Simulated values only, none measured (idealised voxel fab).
This section sets out a process module, namely voxel ribs on slabs.
It is cross-section cut that appears here, measuring 155 nm in width, its square cells being 5 nm in size.
Cross-section, as written here: a square-cell grid given band by band from the top down, where a band holds one or more rows of cells. The band entry comprises the height of the band's top followed by the height of its bottom, expressed in nm, and subsequently the band's materials from left to right, each stated together with its width in nm. Where a single material is marked with the word "edge to edge", that material fills the band from edge to edge. The word "empty" represents empty space. Heads up on the height convention: 0 is the point under which the incoming wafer is all one material, and the lowest band has no bottom, it just keeps going down, like "z 0 and below". Width spec "30..40" -> top row of cells at first value, bottom row at second value, equal per-row change in between. Where a step carries "stayed the same", the cross-section came out of it unchanged, cell for cell. You'll see "Completely sealed voids" listing empty spaces that have no way open to the top, as long as they're 8 cells or more; the notation is width x height at distance, where the distance is from the left edge, and all of it is in nm. Text after the settings on a step's line: the simulator's own remark on that step. overlay nm: mask right of planned place by this much (step with mask). Neg. = left.
# So here's the lineup of process steps we planned
1 RECEIVE with material Si
2 DIRECTIONAL_DEP with material SiO2, thk nm 20
3 DIRECTIONAL_DEP with material polySi, thk nm 25
4 MASKED_ETCH with tone cover, mask id RIB, width nm 20, etch materials polySi, depth nm 20, overlay nm 0
5 MASKED_ETCH with tone cover, mask id SLAB, width nm 70, etch materials polySi, depth nm 5, overlay nm 0
6 FILL_DEP with material SiO2, thk nm 20
7 CMP with height nm 55
8 DIRECTIONAL_DEP with material TiN, thk nm 10
9 PATTERN with tone cover, mask id HEATER, material resist, width nm 30, thk nm 20, overlay nm 0
10 DIRECTIONAL_ETCH with etch materials TiN, depth nm 10
11 STRIP with etch materials resist
12 CONFORMAL_DEP with material SiO2, thk nm 5
# First of two wafers: run as planned
# As received (post step 1): cross-section
  z 0 and below = Si edge to edge
  Completely sealed voids: none
# after step 2
  z 20 to 0 = SiO2 edge to edge
  Under the height 0 nothing was changed.
# after step 3
  z 45 to 20 = polySi edge to edge
  Under the height 20 nothing was changed.
# after step 4
  z 45 to 25 = empty (65), polySi (20), empty (70)
  Under the height 25 nothing was changed.
# after step 5
  z 45 to 25 = empty (65), polySi (20), empty (70)
  z 25 to 20 = empty (40), polySi (70), empty (45)
  Under the height 20 nothing was changed.
# after step 6
  z 65 to 45 = SiO2 edge to edge
  z 45 to 25 = SiO2 (65), polySi (20), SiO2 (70)
  z 25 to 20 = SiO2 (40), polySi (70), SiO2 (45)
  Under the height 20 nothing was changed.
# after step 7
  z 55 to 45 = SiO2 edge to edge
  Under the height 45 nothing was changed.
# after step 8
  z 65 to 55 = TiN edge to edge
  Under the height 55 nothing was changed.
# after step 9
  z 85 to 65 = empty (60), resist (30), empty (65)
  Under the height 65 nothing was changed.
# after step 10
  z 85 to 65 = empty (60), resist (30), empty (65)
  z 65 to 55 = empty (60), TiN (30), empty (65)
  Under the height 55 nothing was changed.
# after step 11
  z 65 to 55 = empty (60), TiN (30), empty (65)
  Under the height 55 nothing was changed.
# after step 12
  z 70 to 65 = empty (55), SiO2 (40), empty (60)
  z 65 to 60 = empty (55), SiO2 (5), TiN (30), SiO2 (5), empty (60)
  z 60 to 55 = SiO2 (60), TiN (30), SiO2 (65)
  Under the height 55 nothing was changed.
# It is to be noted that the second wafer proceeded from the same initial state and according to the same plan as the first, although one mistake was committed in its execution; through step 11, inclusive, the two wafers share an identical history
Planned end of step 12: second wafer, cross-section: stayed the same
In executing the process, a mistake was made relative to the plan: plan step 12 skipped
The closing comparison, in cells, has the second wafer with more or fewer of some materials than the first: SiO2: 35 fewer
